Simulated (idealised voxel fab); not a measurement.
The process module that follows is named voxel local oxidation.
It is cross-section cut that appears here, measuring 175 nm in width, its square cells being 5 nm in size.
A cross-section in this document is a grid of square cells, and it is written down as bands, the top band listed before the ones below it; a band is made up of one or more rows of cells. Basically the band line says how high the top is and how high the bottom is, in nm, and then what's in it from left to right, every material with its width in nm. Empty space shows up as "air", and if a single material carries "throughout" it runs the full band edge to edge. Basically, 0 is our baseline, since under it the wafer straight out of the box is all one material. The bottom band has no lower end and keeps on going down, so it looks like "0 nm and below". When a width is written as two numbers, as in "30->40", the first number is the width in the top row of cells of the band and the second is the width in its bottom row, and the width changes by the same amount from each row to the next. You'll sometimes find "nothing was modified" written for a step, and that's the way of saying that nowhere in the cross-section did a cell change during that step. "Closed cavity list" specifies each empty space that is not open to the top and that occupies no fewer than 8 cells, using the form width x height at distance, the distance measured from the left edge and all three quantities in nm. Anything after a step's settings on that line? It's the simulator's own note about the step. You can add "overlay nm" to a step's line. For a step with a mask, it describes how far the mask lay to the right of its planned position, and a negative number describes a lay to the left.

Planned process steps
1. RECEIVE,material Si
2. CONFORMAL_DEP,material SiO2,thk nm 5
3. CONFORMAL_DEP,material SiN,thk nm 15
4. MASKED_ETCH,tone cover,mask id ACTIVE,width nm 90,etch materials SiN,depth nm 15,overlay nm 0
5. SELECTIVE_ETCH,etch materials SiO2,depth nm 5
6. OXIDIZE,depth nm 15
7. STRIP,etch materials SiN

Cross-section of the incoming wafer, state after step 1
- 0 nm and below | Si throughout
- Closed cavity list: none

Cross-section taken at module completion on the first of two wafers; processed per the plan
- 5 nm to 0 nm | 45 of air, 80 of SiO2, 50 of air
- 0 nm to -15 nm | 60 of SiO2, 50 of Si, 65 of SiO2
- -15 nm and below | Si throughout
- Closed cavity list: none

Here is the second of the two wafers cut open at the end of the module - same start, same plan as the first one, but we made one mistake running it
- 5 nm to 0 nm | 35 of SiO2, 100 of air, 40 of SiO2
- 0 nm to -15 nm | 20 of Si, 130 of SiO2, 25 of Si
- -15 nm and below | Si throughout
- Closed cavity list: none
Nonconformance to the process plan: step 4 off recipe, ran as MASKED_ETCH,tone open,mask id ACTIVE,width nm 90,etch materials SiN,depth nm 15,overlay nm 0
The second wafer ends with more or fewer cells of some materials than the first, per final count: Si: 3 fewer, SiO2: 2 more
